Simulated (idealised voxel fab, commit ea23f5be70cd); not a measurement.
Process module name: voxel gate over fins
Section shown: cut. Width: 190 nm. Cell size: 5 nm, square.
Think of the cross-section as a grid of square cells. We describe it in bands, top to bottom, and each band covers one or more rows of those cells. Each band's line starts with the height of the band's top and of its bottom, in nm. Then come its materials from left to right, each with its width in nm. One material with "edge to edge" fills the band from edge to edge. "empty" is empty space. Heights from 0 (as-received wafer is one material below). Bottom band endless downward, as "0 -> down". A two-number width, for instance "30->40", indicates that the width is equal to the first number in the top row of the band and to the second number in the bottom row, and that it changes by a constant amount per row of cells. Step note "stayed the same" = no cross-section cell changed. Closed internal cavities: empty space of 8 cells or more with no open way to the top, each as width x height at its distance from the left edge, in nm. Text after the settings on a step's line: the simulator's own remark on that step. overlay nm: step with mask; distance mask lay right of planned place; negative value = left of planned place.
[Steps planned for the process]
- 1: RECEIVE (material Si)
- 2: CONFORMAL_DEP (material SiN; thk nm 5)
- 3: DIRECTIONAL_DEP (material aC; thk nm 15)
- 4: PATTERN (tone cover; mask id FINS; material resist; width nm 15; pitch nm 40; thk nm 30; overlay nm 0)
- 5: DIRECTIONAL_ETCH (etch materials aC; depth nm 15)
- 6: STRIP (etch materials resist)
- 7: DIRECTIONAL_ETCH (etch materials SiN; depth nm 5)
- 8: DIRECTIONAL_ETCH (etch materials Si; depth nm 35)
- 9: STRIP (etch materials aC)
- 10: FILL_DEP (material SiO2; thk nm 15)
- 11: CMP (height nm 5)
- 12: SELECTIVE_ETCH (etch materials SiO2; depth nm 15)
- 13: STRIP (etch materials SiN)
- 14: CONFORMAL_DEP (material HfO2; thk nm 5)
- 15: CONFORMAL_DEP (material TiN; thk nm 5)
- 16: FILL_DEP (material W; thk nm 15)
- 17: CMP (height nm 20)
- 18: CONFORMAL_DEP (material SiN; thk nm 10)
[First wafer, two in total, run as planned]
[Here's what the wafer looked like in cross-section when it arrived - that's after step 1]
  0 -> down  Si edge to edge
  Closed internal cavities: none
[Cross-section of the wafer subsequent to step 2]
  5 -> 0  SiN edge to edge
  Under the height 0 nothing was changed.
[Cross-section of the wafer subsequent to step 3]
  20 -> 5  aC edge to edge
  Under the height 5 nothing was changed.
[Cross-section of the wafer subsequent to step 4]
  50 -> 20  empty 65, resist 15, empty 25, resist 15, empty 70
  Under the height 20 nothing was changed.
[Cross-section of the wafer subsequent to step 5]
  35 -> 20  empty 65, resist 15, empty 25, resist 15, empty 70
  20 -> 5  empty 65, aC 15, empty 25, aC 15, empty 70
  Under the height 5 nothing was changed.
[Cross-section of the wafer subsequent to step 6]
  20 -> 5  empty 65, aC 15, empty 25, aC 15, empty 70
  Under the height 5 nothing was changed.
[Cross-section of the wafer subsequent to step 7]
  20 -> 5  empty 65, aC 15, empty 25, aC 15, empty 70
  5 -> 0  empty 65, SiN 15, empty 25, SiN 15, empty 70
  Under the height 0 nothing was changed.
[Cross-section of the wafer subsequent to step 8]
  20 -> 5  empty 65, aC 15, empty 25, aC 15, empty 70
  5 -> 0  empty 65, SiN 15, empty 25, SiN 15, empty 70
  0 -> -35  empty 65, Si 15, empty 25, Si 15, empty 70
  Under the height -35 nothing was changed.
[Cross-section of the wafer subsequent to step 9]
  5 -> 0  empty 65, SiN 15, empty 25, SiN 15, empty 70
  Under the height 0 nothing was changed.
[Cross-section of the wafer subsequent to step 10]
  20 -> 5  SiO2 edge to edge
  5 -> 0  SiO2 65, SiN 15, SiO2 25, SiN 15, SiO2 70
  0 -> -35  SiO2 65, Si 15, SiO2 25, Si 15, SiO2 70
  Under the height -35 nothing was changed.
[Cross-section of the wafer subsequent to step 11]
  5 -> 0  SiO2 65, SiN 15, SiO2 25, SiN 15, SiO2 70
  Under the height 0 nothing was changed.
[Cross-section of the wafer subsequent to step 12]
  5 -> 0  empty 65, SiN 15, empty 25, SiN 15, empty 70
  0 -> -10  empty 65, Si 15, empty 25, Si 15, empty 70
  Under the height -10 nothing was changed.
[Cross-section of the wafer subsequent to step 13]
  0 -> -10  empty 65, Si 15, empty 25, Si 15, empty 70
  Under the height -10 nothing was changed.
[Cross-section of the wafer subsequent to step 14]
  5 -> 0  empty 60, HfO2 25, empty 15, HfO2 25, empty 65
  0 -> -5  empty 60, HfO2 5, Si 15, HfO2 5, empty 15, HfO2 5, Si 15, HfO2 5, empty 65
  -5 -> -10  HfO2 65, Si 15, HfO2 25, Si 15, HfO2 70
  Under the height -10 nothing was changed.
[Cross-section of the wafer subsequent to step 15]
  10 -> 5  empty 55, TiN 35, empty 5, TiN 35, empty 60
  5 -> 0  empty 55, TiN 5, HfO2 25, TiN 5, empty 5, TiN 5, HfO2 25, TiN 5, empty 60
  0 -> -5  TiN 60, HfO2 5, Si 15, HfO2 5, TiN 15, HfO2 5, Si 15, HfO2 5, TiN 65
  Under the height -5 nothing was changed.
[Cross-section of the wafer subsequent to step 16]
  25 -> 10  W edge to edge
  10 -> 5  W 55, TiN 35, W 5, TiN 35, W 60
  5 -> 0  W 55, TiN 5, HfO2 25, TiN 5, W 5, TiN 5, HfO2 25, TiN 5, W 60
  Under the height 0 nothing was changed.
[Cross-section of the wafer subsequent to step 17]
  20 -> 10  W edge to edge
  Under the height 10 nothing was changed.
[Cross-section of the wafer subsequent to step 18]
  30 -> 20  SiN edge to edge
  Under the height 20 nothing was changed.
[Second wafer: same start and same plan as the first, one execution error; identical to the first through step 3]
[when step 4 should have ended]
  50 -> 20  empty 70, resist 15, empty 25, resist 15, empty 65
  Under the height 20 nothing was changed.
[when step 5 should have ended]
  35 -> 20  empty 70, resist 15, empty 25, resist 15, empty 65
  20 -> 5  empty 70, aC 15, empty 25, aC 15, empty 65
  Under the height 5 nothing was changed.
[when step 6 should have ended]
  20 -> 5  empty 70, aC 15, empty 25, aC 15, empty 65
  Under the height 5 nothing was changed.
[when step 7 should have ended]
  20 -> 5  empty 70, aC 15, empty 25, aC 15, empty 65
  5 -> 0  empty 70, SiN 15, empty 25, SiN 15, empty 65
  Under the height 0 nothing was changed.
[when step 8 should have ended]
  20 -> 5  empty 70, aC 15, empty 25, aC 15, empty 65
  5 -> 0  empty 70, SiN 15, empty 25, SiN 15, empty 65
  0 -> -35  empty 70, Si 15, empty 25, Si 15, empty 65
  Under the height -35 nothing was changed.
[when step 9 should have ended]
  5 -> 0  empty 70, SiN 15, empty 25, SiN 15, empty 65
  Under the height 0 nothing was changed.
[when step 10 should have ended]
  20 -> 5  SiO2 edge to edge
  5 -> 0  SiO2 70, SiN 15, SiO2 25, SiN 15, SiO2 65
  0 -> -35  SiO2 70, Si 15, SiO2 25, Si 15, SiO2 65
  Under the height -35 nothing was changed.
[when step 11 should have ended]
  5 -> 0  SiO2 70, SiN 15, SiO2 25, SiN 15, SiO2 65
  Under the height 0 nothing was changed.
[when step 12 should have ended]
  5 -> 0  empty 70, SiN 15, empty 25, SiN 15, empty 65
  0 -> -10  empty 70, Si 15, empty 25, Si 15, empty 65
  Under the height -10 nothing was changed.
[when step 13 should have ended]
  0 -> -10  empty 70, Si 15, empty 25, Si 15, empty 65
  Under the height -10 nothing was changed.
[when step 14 should have ended]
  5 -> 0  empty 65, HfO2 25, empty 15, HfO2 25, empty 60
  0 -> -5  empty 65, HfO2 5, Si 15, HfO2 5, empty 15, HfO2 5, Si 15, HfO2 5, empty 60
  -5 -> -10  HfO2 70, Si 15, HfO2 25, Si 15, HfO2 65
  Under the height -10 nothing was changed.
[when step 15 should have ended]
  10 -> 5  empty 60, TiN 35, empty 5, TiN 35, empty 55
  5 -> 0  empty 60, TiN 5, HfO2 25, TiN 5, empty 5, TiN 5, HfO2 25, TiN 5, empty 55
  0 -> -5  TiN 65, HfO2 5, Si 15, HfO2 5, TiN 15, HfO2 5, Si 15, HfO2 5, TiN 60
  Under the height -5 nothing was changed.
[when step 16 should have ended]
  25 -> 10  W edge to edge
  10 -> 5  W 60, TiN 35, W 5, TiN 35, W 55
  5 -> 0  W 60, TiN 5, HfO2 25, TiN 5, W 5, TiN 5, HfO2 25, TiN 5, W 55
  Under the height 0 nothing was changed.
[when step 17 should have ended]
  20 -> 10  W edge to edge
  Under the height 10 nothing was changed.
[when step 18 should have ended]
  30 -> 20  SiN edge to edge
  Under the height 20 nothing was changed.
Against the plan, the run slipped here: the process deviated at step 4: the operation and settings actually run there were PATTERN (tone cover; mask id FINS; material resist; width nm 15; pitch nm 40; thk nm 30; overlay nm 5)
At the close, every material occupies the same number of cells on the second wafer as on the first, only in different positions.
